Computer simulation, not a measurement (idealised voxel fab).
This section sets out a process module, namely voxel local oxidation.
In the cross-section labelled cut, the width is 265 nm and each square cell is 5 nm.
Cross-section = grid of square cells, listed top down in bands; band = one or more rows.
Basically the band line says how high the top is and how high the bottom is, in nm, and then what's in it from left to right, every material with its width in nm. Empty space shows up as "empty", and if a single material carries "all across" it runs the full band edge to edge.
Where do heights start? At 0: under that level the wafer as delivered is made of one material only. And the lowest band has no floor; it just carries on downward, as in "z 0 and below".
It should be noted that a width expressed as "30 to 40" varies in equal increments from row to row of cells within the band, taking the value of the first number at the top row and that of the second number at the bottom row.
Take "remained the same" at face value: in the step it is given for, the cross-section changed in none of its cells.
The list in "Fully enclosed voids" covers empty spaces of 8 cells or more that cannot reach the top through any open way, and it gives each as width x height at distance; the distance is from the left edge, and width, height and distance are in nm.
Post-settings text on a step line: simulator's own remark regarding the step.
The setting "overlay nm" may be written on the line of a step. When the step uses a mask, the value reports how far to the right of the planned place the mask lay, and a negative value reports that it lay to the left.
[This section lists the process steps that were planned]
1: RECEIVE: material Si
2: OXIDIZE: depth nm 5
3: CONFORMAL_DEP: material SiN, thk nm 15
4: MASKED_ETCH: tone cover, mask id ACTIVE, width nm 90, etch materials SiN, depth nm 15, overlay nm 0
5: SELECTIVE_ETCH: etch materials SiO2, depth nm 5
6: OXIDIZE: depth nm 10
7: STRIP: etch materials SiN
Every wafer here starts from the same state; it is the step 4 width nm that distinguishes them, and the value the plan gives belongs to the first wafer.
[Received wafers, first of several: cross-section after step 1]
z 0 and below = Si all across
Fully enclosed voids: none
[Last step of the module is step 7; after it, the first of several wafers in cross-section]
z 0 to -5 = 90 nm empty, then 80 nm SiO2, then 95 nm empty
z -5 to -15 = 100 nm SiO2, then 60 nm Si, then 105 nm SiO2
z -15 and below = Si all across
Fully enclosed voids: none
[Final wafer cross-section at module end]
z 0 to -5 = 80 nm empty, then 105 nm SiO2, then 80 nm empty
z -5 to -15 = 90 nm SiO2, then 85 nm Si, then 90 nm SiO2
z -15 and below = Si all across
Fully enclosed voids: none
[Table: wafers, a row each; end-of-module cell change per material since receipt, gain (+), loss (-); then closed voids]
width nm 90 | -135 Si | +98 SiO2 | Fully enclosed voids: none
width nm 95 | -133 Si | +97 SiO2 | Fully enclosed voids: none
width nm 100 | -131 Si | +96 SiO2 | Fully enclosed voids: none
width nm 105 | -129 Si | +95 SiO2 | Fully enclosed voids: none
width nm 110 | -127 Si | +94 SiO2 | Fully enclosed voids: none
width nm 115 | -125 Si | +93 SiO2 | Fully enclosed voids: none
